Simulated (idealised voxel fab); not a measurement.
Presented below is a process module, voxel ribs on slabs.
We display cut, a cross-section 290 nm in width whose square cells are each 5 nm.
For the purposes of this document, a cross-section shall be understood as a grid of square cells, specified as bands listed in top-to-bottom order, each band consisting of one or more rows of cells.
Top height, bottom height, nm. Materials left to right, width each, nm. Single material + "full width" = fills band edge to edge. "air" = empty.
Heights from 0 (as-received wafer is one material below). Bottom band endless downward, as "from 0 down".
So if you see something like "30 to 40" for the width, read it as the top row of the band sitting at the first number and the bottom row at the second, with every row in between moving by the same amount as the last.
A step reported as "everything unchanged" is a step in which no cell of the cross-section changed.
Any empty space of 8 cells or more lacking an open way to the top shows up in "Voids, enclosed" as width x height at distance, distance from the left edge, in nm.
Read whatever lies past the settings on a step's line as the simulator's own remark about the step.
overlay nm: for a step with a mask, the amount by which the mask lay right of where it was planned; a negative amount means left of it.

Below is the list of planned process steps:
1) RECEIVE (material Si)
2) DIRECTIONAL_DEP (material SiO2; thk nm 25)
3) DIRECTIONAL_DEP (material polySi; thk nm 20)
4) DIRECTIONAL_DEP (material aC; thk nm 15)
5) PATTERN (tone cover; mask id RIB; material resist; width nm 25; thk nm 35; overlay nm 0)
6) DIRECTIONAL_ETCH (etch materials aC; depth nm 15)
7) STRIP (etch materials resist)
8) DIRECTIONAL_ETCH (etch materials polySi; depth nm 5)
9) STRIP (etch materials aC)
10) DIRECTIONAL_DEP (material aC; thk nm 15)
11) PATTERN (tone cover; mask id SLAB; material resist; width nm 85; thk nm 30; overlay nm 0)
12) DIRECTIONAL_ETCH (etch materials aC; depth nm 15)
13) STRIP (etch materials resist)
14) DIRECTIONAL_ETCH (etch materials polySi; depth nm 15)
15) STRIP (etch materials aC)
16) FILL_DEP (material SiO2; thk nm 20)
17) CMP (height nm 55)
18) DIRECTIONAL_DEP (material TiN; thk nm 10)
19) PATTERN (tone cover; mask id HEATER; material resist; width nm 35; thk nm 20; overlay nm 0)
20) DIRECTIONAL_ETCH (etch materials TiN; depth nm 10)
21) STRIP (etch materials resist)
22) CONFORMAL_DEP (material SiO2; thk nm 10)

As received, after step 1:
  from 0 down = Si full width
  Voids, enclosed: none

First wafer of two, sectioned at end of module; run went per plan:
  from 75 to 65 = air=115 / SiO2=55 / air=120
  from 65 to 55 = SiO2=125 / TiN=35 / SiO2=130
  from 55 to 45 = SiO2 full width
  from 45 to 40 = SiO2=130 / polySi=25 / SiO2=135
  from 40 to 25 = SiO2=100 / polySi=85 / SiO2=105
  from 25 to 0 = SiO2 full width
  from 0 down = Si full width
  Voids, enclosed: none

This cross-section belongs to the second wafer of two at the end of the module; the start and the plan were shared with the first, and the run included one mistake:
  from 75 to 65 = air=115 / SiO2=55 / air=120
  from 65 to 55 = SiO2=125 / TiN=35 / SiO2=130
  from 55 to 40 = SiO2=100 / polySi=85 / SiO2=105
  from 40 to 25 = polySi full width
  from 25 to 0 = SiO2 full width
  from 0 down = Si full width
  Voids, enclosed: none
what went wrong: not per plan at step 4, really ran DIRECTIONAL_DEP (material polySi; thk nm 15)
In the final state, the cell counts of the second wafer exceed or fall short of those of the first for the following materials: -169 SiO2; +169 polySi
